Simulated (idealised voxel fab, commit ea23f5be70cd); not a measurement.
This is a process module. Its name is voxel plated lines.
Displayed cross-section: cut, width of 155 nm, square cells sized 5 nm.
Think of the cross-section as a grid of square cells. We describe it in bands, top to bottom, and each band covers one or more rows of those cells. In this notation a band is specified by the heights of its top and bottom, in that order and in nm, after which its materials appear from left to right, each paired with its width in nm. The word "all across" attached to a single material means that material fills the band from edge to edge; the word "air" stands for empty space. Note: height 0 marks the level under which the wafer is uniformly one material as received. Lowest band unbounded below, written "0 nm and below". Graded width ("30->40"): value in top row of band = first number; value in bottom row = second number; row-to-row change constant. Reading "all unchanged" for a step: not a cell of the cross-section changed in it. "Enclosed void inventory" enumerates empty spaces isolated from the top, with no open way to it, that contain at least 8 cells, giving each as width x height at distance from the left edge, all three in nm. Past the settings on a step's line: simulator remark, on that step. For masked steps, "overlay nm" on the step line gives how far right of plan the mask actually lay; a minus sign means it lay to the left.
# So here's the lineup of process steps we planned
1) op RECEIVE | material Si
2) op CONFORMAL_DEP | material SiN | thk nm 5
3) op DIRECTIONAL_DEP | material TiN | thk nm 5
4) op PATTERN | tone open | mask id LINES | material resist | width nm 25 | pitch nm 40 | thk nm 25 | overlay nm 0
5) op EPI | material Ru | thk nm 10
6) op EPI | material Ru | thk nm 5
7) op STRIP | etch materials resist
8) op DIRECTIONAL_ETCH | etch materials TiN | depth nm 5
9) op CONFORMAL_DEP | material SiO2 | thk nm 10
For this document, wafers share an identical start and vary in the step 2 thk nm; the plan quotes the first wafer's value.
# This is how the first of several wafers looked in cross-section when it arrived, which is after step 1
	0 nm and below | Si all across
	Enclosed void inventory: none
# Module end state after final step 9: cross-section of the first of several wafers
	35 nm to 25 nm | air=35 | SiO2=85 | air=35
	25 nm to 15 nm | air=35 | SiO2=10 | Ru=25 | SiO2=15 | Ru=25 | SiO2=10 | air=35
	15 nm to 10 nm | SiO2=45 | Ru=25 | SiO2=15 | Ru=25 | SiO2=45
	10 nm to 5 nm | SiO2=45 | TiN=25 | SiO2=15 | TiN=25 | SiO2=45
	5 nm to 0 nm | SiN all across
	0 nm and below | Si all across
	Enclosed void inventory: none
# Showing the last wafer in cross-section at the end of the module
	60 nm to 50 nm | air=35 | SiO2=85 | air=35
	50 nm to 40 nm | air=35 | SiO2=10 | Ru=25 | SiO2=15 | Ru=25 | SiO2=10 | air=35
	40 nm to 35 nm | SiO2=45 | Ru=25 | SiO2=15 | Ru=25 | SiO2=45
	35 nm to 30 nm | SiO2=45 | TiN=25 | SiO2=15 | TiN=25 | SiO2=45
	30 nm to 0 nm | SiN all across
	0 nm and below | Si all across
	Enclosed void inventory: none
# The table below has one row for each wafer; a row shows, as of the end of the module, how many cells of each material the wafer has gained, marked (+), or lost, marked (-), since it was received, and then the wafer's closed voids
thk nm 5; +30 Ru; +31 SiN; +90 SiO2; +10 TiN; Enclosed void inventory: none
thk nm 10; +30 Ru; +62 SiN; +90 SiO2; +10 TiN; Enclosed void inventory: none
thk nm 15; +30 Ru; +93 SiN; +90 SiO2; +10 TiN; Enclosed void inventory: none
thk nm 20; +30 Ru; +124 SiN; +90 SiO2; +10 TiN; Enclosed void inventory: none
thk nm 25; +30 Ru; +155 SiN; +90 SiO2; +10 TiN; Enclosed void inventory: none
thk nm 30; +30 Ru; +186 SiN; +90 SiO2; +10 TiN; Enclosed void inventory: none
